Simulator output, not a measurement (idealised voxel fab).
This is a process module. Its name is voxel wiring stack.
Shown is cross-section cut, with a width of 285 nm and square cells of size 5 nm.
When this document writes out a cross-section, it uses a grid of square cells and lists it as bands, beginning at the top and moving down, with a band standing for one or more rows of cells. Top, bottom (nm), then materials left to right with widths (nm); lone material tagged "everywhere" fills the whole band edge to edge; "blank" = empty space. Measure heights from 0. That's the level where, below it, the as-received wafer is all one material. The lowest band is bottomless and extends downward; write it as in "0 -> down". Read "30->40" as a graded width: first number on top, second number at the bottom, same change between each pair of neighbouring rows. When a step is marked "changes: none", none of the cells in the cross-section changed during that step. You'll see "Non-vented voids" listing empty spaces that have no way open to the top, as long as they're 8 cells or more; the notation is width x height at distance, where the distance is from the left edge, and all of it is in nm. On a step's line, text after the settings is the simulator commenting on that step. overlay nm: right-of-plan distance of the mask on a masked step; negative values mean left-of-plan.
Here's what the planned process steps look like:
1 RECEIVE [material Si]
2 CONFORMAL_DEP [material SiO2] [thk nm 10]
3 CONFORMAL_DEP [material SiN] [thk nm 5]
4 DIRECTIONAL_DEP [material lowk] [thk nm 25]
5 MASKED_ETCH [tone open] [mask id METAL_1] [width nm 25] [pitch nm 55] [etch materials lowk] [depth nm 25] [overlay nm 0]
6 MASKED_ETCH [tone open] [mask id METAL_1] [width nm 25] [pitch nm 55] [etch materials SiN] [depth nm 5] [overlay nm 0]
7 CONFORMAL_DEP [material TiN] [thk nm 5]
8 FILL_DEP [material Cu] [thk nm 5]
9 CMP [height nm 40]
10 CONFORMAL_DEP [material SiCN] [thk nm 5]
11 DIRECTIONAL_DEP [material SiO2] [thk nm 25]
12 DIRECTIONAL_DEP [material aC] [thk nm 10]
13 PATTERN [tone open] [mask id METAL_2_HOLES] [material resist] [width nm 15] [thk nm 30] [overlay nm 0]
14 DIRECTIONAL_ETCH [etch materials aC] [depth nm 10]
15 STRIP [etch materials resist]
16 DIRECTIONAL_ETCH [etch materials SiO2] [depth nm 25]
17 STRIP [etch materials aC]
18 MASKED_ETCH [tone open] [mask id METAL_2] [width nm 25] [pitch nm 55] [etch materials SiO2] [depth nm 15] [overlay nm 0]
19 MASKED_ETCH [tone open] [mask id METAL_2] [width nm 25] [pitch nm 55] [etch materials SiCN] [depth nm 5] [overlay nm 0]
20 CONFORMAL_DEP [material TiN] [thk nm 5]
21 FILL_DEP [material Cu] [thk nm 5]
22 CMP [height nm 70]
23 CONFORMAL_DEP [material SiCN] [thk nm 5]
24 DIRECTIONAL_DEP [material SiO2] [thk nm 30]
25 MASKED_ETCH [tone open] [mask id METAL_3] [width nm 25] [pitch nm 55] [etch materials SiO2] [depth nm 20] [overlay nm 0]
26 DIRECTIONAL_DEP [material aC] [thk nm 10]
27 PATTERN [tone open] [mask id METAL_3_HOLES] [material resist] [width nm 15] [pitch nm 55] [thk nm 25] [overlay nm 0]
28 DIRECTIONAL_ETCH [etch materials aC] [depth nm 10]
29 STRIP [etch materials resist]
30 DIRECTIONAL_ETCH [etch materials SiO2] [depth nm 10]
31 DIRECTIONAL_ETCH [etch materials SiCN] [depth nm 5]
32 STRIP [etch materials aC]
33 CONFORMAL_DEP [material TiN] [thk nm 5]
34 FILL_DEP [material Cu] [thk nm 5]
35 CMP [height nm 105]
36 CONFORMAL_DEP [material SiCN] [thk nm 5]
37 DIRECTIONAL_DEP [material SiO2] [thk nm 25]
38 PATTERN [tone open] [mask id METAL_4_HOLES] [material resist] [width nm 15] [pitch nm 55] [thk nm 20] [overlay nm 0]
39 DIRECTIONAL_ETCH [etch materials SiO2] [depth nm 25]
40 STRIP [etch materials resist]
41 PATTERN [tone open] [mask id METAL_4] [material resist] [width nm 25] [pitch nm 55] [thk nm 20] [overlay nm 0]
42 DIRECTIONAL_ETCH [etch materials SiO2] [depth nm 15]
43 DIRECTIONAL_ETCH [etch materials SiCN] [depth nm 5]
44 STRIP [etch materials resist]
45 CONFORMAL_DEP [material TiN] [thk nm 5]
46 FILL_DEP [material Cu] [thk nm 10]
47 CMP [height nm 135]
48 CONFORMAL_DEP [material SiN] [thk nm 5]
As received (post step 1): cross-section:
* 0 -> down = Si everywhere
* Non-vented voids: none
Cross-section taken at module completion on the first of two wafers; processed per the plan:
* 140 -> 135 = SiN everywhere
* 135 -> 125 = SiO2: 100; TiN: 5; Cu: 15; TiN: 5; SiO2: 30; TiN: 5; Cu: 15; TiN: 5; SiO2: 105
* 125 -> 120 = SiO2: 100; TiN: 5; Cu: 5; TiN: 15; SiO2: 30; TiN: 5; Cu: 5; TiN: 15; SiO2: 105
* 120 -> 110 = SiO2: 100; TiN: 5; Cu: 5; TiN: 5; SiO2: 40; TiN: 5; Cu: 5; TiN: 5; SiO2: 115
* 110 -> 105 = SiCN: 100; TiN: 15; SiCN: 40; TiN: 15; SiCN: 115
* 105 -> 90 = SiO2: 100; TiN: 5; Cu: 15; TiN: 5; SiO2: 30; TiN: 5; Cu: 15; TiN: 5; SiO2: 105
* 90 -> 85 = SiO2: 100; TiN: 5; Cu: 5; TiN: 15; SiO2: 30; TiN: 5; Cu: 5; TiN: 15; SiO2: 105
* 85 -> 75 = SiO2: 100; TiN: 5; Cu: 5; TiN: 5; SiO2: 40; TiN: 5; Cu: 5; TiN: 5; SiO2: 115
* 75 -> 70 = SiCN: 100; TiN: 15; SiCN: 40; TiN: 15; SiCN: 115
* 70 -> 60 = SiO2: 100; TiN: 5; Cu: 15; TiN: 5; SiO2: 30; TiN: 5; Cu: 15; TiN: 5; SiO2: 105
* 60 -> 55 = SiO2: 100; TiN: 5; Cu: 5; TiN: 15; SiO2: 30; TiN: 25; SiO2: 105
* 55 -> 45 = SiO2: 100; TiN: 5; Cu: 5; TiN: 5; SiO2: 170
* 45 -> 40 = SiCN: 100; TiN: 15; SiCN: 170
* 40 -> 15 = lowk: 100; TiN: 5; Cu: 15; TiN: 5; lowk: 30; TiN: 5; Cu: 15; TiN: 5; lowk: 105
* 15 -> 10 = SiN: 100; TiN: 25; SiN: 30; TiN: 25; SiN: 105
* 10 -> 0 = SiO2 everywhere
* 0 -> down = Si everywhere
* Non-vented voids: none
What the second wafer looks like in cross-section once the module is done. Its start and its plan matched the first wafer's exactly; what differed was one mistake in how it was run:
* 140 -> 135 = SiN everywhere
* 135 -> 125 = SiO2: 100; TiN: 5; Cu: 15; TiN: 5; SiO2: 30; TiN: 5; Cu: 15; TiN: 5; SiO2: 105
* 125 -> 120 = SiO2: 100; TiN: 5; Cu: 5; TiN: 15; SiO2: 30; TiN: 5; Cu: 5; TiN: 15; SiO2: 105
* 120 -> 110 = SiO2: 100; TiN: 5; Cu: 5; TiN: 5; SiO2: 40; TiN: 5; Cu: 5; TiN: 5; SiO2: 115
* 110 -> 105 = SiCN: 100; TiN: 15; SiCN: 40; TiN: 15; SiCN: 115
* 105 -> 90 = SiO2: 100; TiN: 5; Cu: 15; TiN: 5; SiO2: 30; TiN: 5; Cu: 15; TiN: 5; SiO2: 105
* 90 -> 85 = SiO2: 100; TiN: 5; Cu: 5; TiN: 15; SiO2: 30; TiN: 5; Cu: 5; TiN: 15; SiO2: 105
* 85 -> 75 = SiO2: 100; TiN: 5; Cu: 5; TiN: 5; SiO2: 40; TiN: 5; Cu: 5; TiN: 5; SiO2: 115
* 75 -> 70 = SiCN: 100; TiN: 15; SiCN: 40; TiN: 15; SiCN: 115
* 70 -> 60 = SiO2: 100; TiN: 5; Cu: 15; TiN: 5; SiO2: 30; TiN: 5; Cu: 15; TiN: 5; SiO2: 105
* 60 -> 55 = SiO2: 100; TiN: 5; Cu: 5; TiN: 15; SiO2: 30; TiN: 25; SiO2: 105
* 55 -> 45 = SiO2: 100; TiN: 5; Cu: 5; TiN: 5; SiO2: 170
* 45 -> 40 = SiCN: 100; TiN: 15; SiCN: 170
* 40 -> 35 = SiN: 100; TiN: 25; SiN: 30; TiN: 25; SiN: 105
* 35 -> 10 = lowk everywhere
* 10 -> 0 = SiO2 everywhere
* 0 -> down = Si everywhere
* Non-vented voids: none
Where did the run depart from the plan? steps 3 and 4: order swapped relative to plan
At the finish, the second wafer shows more or fewer cells for some materials than the first does: 30 fewer of Cu, 20 fewer of TiN, 50 more of lowk
